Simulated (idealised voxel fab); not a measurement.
This section sets out a process module, namely voxel self aligned contacts.
In the cross-section labelled cut, the width is 300 nm and each square cell is 5 nm.
In what follows, cross-sections appear as grids of square cells, described through bands that run from the top down, where every band is one or more rows of cells.
Band entry format. Leading values: height of top, height of bottom, nm. Remainder: materials in left-to-right order, each with its width in nm. Special words: "edge to edge" on a single material, which then fills the band edge to edge; "air", empty space.
Convention: height 0 is the level below which the wafer, as received, is all one material. The lowest band does not terminate at the bottom but continues downward, represented as "0 down".
A two-number width, for instance "30->40", indicates that the width is equal to the first number in the top row of the band and to the second number in the bottom row, and that it changes by a constant amount per row of cells.
"left unchanged", as given for a step, is the statement that not any cell of the cross-section underwent a change during that step.
Heads up: "Closed cavity list" only lists the empty pockets with no open path to the top that are 8 cells or more, and it writes them as width x height at distance, distance from the left edge, in nm.
Heads up: the bit after the settings on a step's line is the simulator's remark on that step.
Each step line may optionally specify "overlay nm", which for a step with a mask gives the rightward distance between the mask's planned place and where it lay, a negative value indicating the leftward direction.

[The steps planned for the process are as follows]
- 1: RECEIVE, material Si
- 2: CONFORMAL_DEP, material SiO2, thk nm 5
- 3: DIRECTIONAL_DEP, material polySi, thk nm 20
- 4: DIRECTIONAL_DEP, material SiN, thk nm 15
- 5: PATTERN, tone cover, mask id GATE, material resist, width nm 25, pitch nm 60, thk nm 15, overlay nm 0
- 6: DIRECTIONAL_ETCH, etch materials SiN, depth nm 15
- 7: DIRECTIONAL_ETCH, etch materials polySi, depth nm 20
- 8: STRIP, etch materials resist
- 9: CONFORMAL_DEP, material SiN, thk nm 5
- 10: DIRECTIONAL_ETCH, etch materials SiN, depth nm 5
- 11: FILL_DEP, material SiO2, thk nm 15
- 12: CMP, height nm 50
- 13: PATTERN, tone open, mask id CONTACT, material resist, width nm 45, pitch nm 60, thk nm 15, overlay nm 0
- 14: DIRECTIONAL_ETCH, etch materials SiO2, depth nm 50
- 15: STRIP, etch materials resist
- 16: CONFORMAL_DEP, material TiN, thk nm 5
- 17: FILL_DEP, material W, thk nm 10
- 18: CMP, height nm 50
- 19: CONFORMAL_DEP, material SiCN, thk nm 5

[Cross-section of the wafer as it came to us, i.e., already through step 1]
* 0 down: Si edge to edge
* Closed cavity list: none

[a wafer at the end: this start, this plan, one mistake]
* 55 to 50: SiCN edge to edge
* 50 to 45: W 90 nm; TiN 5 nm; SiO2 45 nm; TiN 5 nm; W 5 nm; TiN 5 nm; SiO2 45 nm; TiN 5 nm; W 95 nm
* 45 to 40: W 65 nm; TiN 30 nm; SiO2 45 nm; TiN 15 nm; SiO2 45 nm; TiN 30 nm; W 70 nm
* 40 to 25: W 65 nm; TiN 5 nm; SiN 35 nm; SiO2 25 nm; SiN 35 nm; SiO2 25 nm; SiN 35 nm; TiN 5 nm; W 70 nm
* 25 to 5: W 65 nm; TiN 5 nm; SiN 5 nm; polySi 25 nm; SiN 5 nm; SiO2 25 nm; SiN 5 nm; polySi 25 nm; SiN 5 nm; SiO2 25 nm; SiN 5 nm; polySi 25 nm; SiN 5 nm; TiN 5 nm; W 70 nm
* 5 to 0: TiN 70 nm; SiO2 155 nm; TiN 75 nm
* 0 down: Si edge to edge
* Closed cavity list: none
what went wrong: step 13 was run on a setting that differed from the plan, and what really ran there is PATTERN, tone cover, mask id CONTACT, material resist, width nm 45, pitch nm 60, thk nm 15, overlay nm 0
